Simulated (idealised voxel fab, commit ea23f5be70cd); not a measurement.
Title: Process Module voxel ribs on slabs
200 nm wide, 5 nm square cells: that's cross-section cut.
When this document writes out a cross-section, it uses a grid of square cells and lists it as bands, beginning at the top and moving down, with a band standing for one or more rows of cells. For a band, the entry starts with two heights in nm, that of the top and then that of the bottom, and carries on with the band's materials in order from left to right, each alongside its width in nm; the word "edge to edge" beside a single material means it fills the band edge to edge, and "air" means empty space. Counting heights begins at 0, where everything beneath is, in the wafer as received, one material. The lowest band has no bottom; it goes on downwards, as "0 -> down" shows. Think of "30->40" as a width that walks from the first number to the second as you go down the band, top row to bottom row, taking equal-sized steps from row to row. Reading "no alterations made" for a step: not a cell of the cross-section changed in it. Voids not open to the top, 8 cells minimum: see "Enclosed void inventory". Written width x height at distance; distance is from the left edge; nm. Where a step's line continues beyond its settings, the continuation is a remark by the simulator itself on that step. For masked steps, "overlay nm" on the step line gives how far right of plan the mask actually lay; a minus sign means it lay to the left.

# Process steps (planned)
1: RECEIVE,material Si
2: DIRECTIONAL_DEP,material SiO2,thk nm 30
3: DIRECTIONAL_DEP,material polySi,thk nm 15
4: PATTERN,tone cover,mask id RIB,material resist,width nm 30,thk nm 20,overlay nm 0
5: DIRECTIONAL_ETCH,etch materials polySi,depth nm 10
6: STRIP,etch materials resist
7: MASKED_ETCH,tone cover,mask id SLAB,width nm 80,etch materials polySi,depth nm 5,overlay nm 0
8: FILL_DEP,material SiO2,thk nm 30
9: CMP,height nm 65
10: DIRECTIONAL_DEP,material TiN,thk nm 10
11: DIRECTIONAL_DEP,material aC,thk nm 15
12: PATTERN,tone cover,mask id HEATER,material resist,width nm 40,thk nm 30,overlay nm 0
13: DIRECTIONAL_ETCH,etch materials aC,depth nm 15
14: STRIP,etch materials resist
15: DIRECTIONAL_ETCH,etch materials TiN,depth nm 10
16: STRIP,etch materials aC
17: CONFORMAL_DEP,material SiO2,thk nm 10

# As-received state of the wafer in cross-section, equivalent to post-step 1
	0 -> down  Si edge to edge
	Enclosed void inventory: none

# End-of-module cross-section. Starting structure and process plan as above; one mistake made in running it
	85 -> 75  air: 70  SiO2: 60  air: 70
	75 -> 65  SiO2: 80  TiN: 40  SiO2: 80
	65 -> 60  SiO2: 60  polySi: 80  SiO2: 60
	60 -> 0  SiO2 edge to edge
	0 -> down  Si edge to edge
	Enclosed void inventory: none
What was done differently from what was planned? the plan's step 2 ran twice
